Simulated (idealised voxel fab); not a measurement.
The process module that follows is named voxel ribs on slabs.
Shown is cross-section cut, with a width of 275 nm and square cells of size 5 nm.
Reading order for cross-sections: top band down to bottom band. Underlying form: a grid of square cells. Band size: one or more rows of cells. A band entry consists of two parts. The first gives the height of the band's top and the height of its bottom, in nm. The rest lists the band's materials from left to right, each with its width in nm. A single material labelled with the word "all across" fills the band from edge to edge, and the word "empty" marks empty space. Convention: height 0 is the level below which the wafer, as received, is all one material. The lowest band does not terminate at the bottom but continues downward, represented as "top 0, no bottom". It should be noted that a width expressed as "30..40" varies in equal increments from row to row of cells within the band, taking the value of the first number at the top row and that of the second number at the bottom row. No cell of the cross-section changed in a step that is given as "no alteration". This entry, "Enclosed void entries", enumerates those empty regions of no fewer than 8 cells that possess no open connection to the top. Each region is reported in the form width x height at distance, the distance being taken from the left edge, with all three quantities expressed in nm. Past the settings on a step's line: simulator remark, on that step. Regarding "overlay nm": on a step with a mask, it is the distance the mask lay to the right of its planned place; a negative value places it to the left.

PLAN
1,RECEIVE, material Si
2,DIRECTIONAL_DEP, material SiO2, thk nm 30
3,DIRECTIONAL_DEP, material polySi, thk nm 25
4,MASKED_ETCH, tone cover, mask id RIB, width nm 15, etch materials polySi, depth nm 15, overlay nm 0
5,PATTERN, tone cover, mask id SLAB, material resist, width nm 75, thk nm 15, overlay nm 0
6,DIRECTIONAL_ETCH, etch materials polySi, depth nm 10
7,STRIP, etch materials resist
8,FILL_DEP, material SiO2, thk nm 25
9,CMP, height nm 75
10,DIRECTIONAL_DEP, material W, thk nm 5
11,DIRECTIONAL_DEP, material aC, thk nm 15
12,PATTERN, tone cover, mask id HEATER, material resist, width nm 25, thk nm 30, overlay nm 0
13,DIRECTIONAL_ETCH, etch materials aC, depth nm 15
14,STRIP, etch materials resist
15,DIRECTIONAL_ETCH, etch materials W, depth nm 5
16,STRIP, etch materials aC
17,CONFORMAL_DEP, material SiO2, thk nm 10

CROSS-SECTION OF THE WAFER AS IT CAME TO US, I.E., ALREADY THROUGH STEP 1
- top 0, no bottom | Si all across
- Enclosed void entries: none

THE FOLLOWING CROSS-SECTION DEPICTS THE WAFER UPON CONCLUSION OF THE MODULE. PROCESSING COMMENCED FROM THE STARTING CONDITION ILLUSTRATED ABOVE AND ADHERED TO THE PLAN ILLUSTRATED ABOVE, SAVE FOR ONE MISTAKE IN EXECUTION
- top 80, bottom 75 | 125 nm empty, 25 nm W, 125 nm empty
- top 75, bottom 55 | SiO2 all across
- top 55, bottom 40 | 130 nm SiO2, 15 nm polySi, 130 nm SiO2
- top 40, bottom 30 | 100 nm SiO2, 75 nm polySi, 100 nm SiO2
- top 30, bottom 0 | SiO2 all across
- top 0, no bottom | Si all across
- Enclosed void entries: none
Deviation from plan: step 17 of the plan never got run, it was skipped over
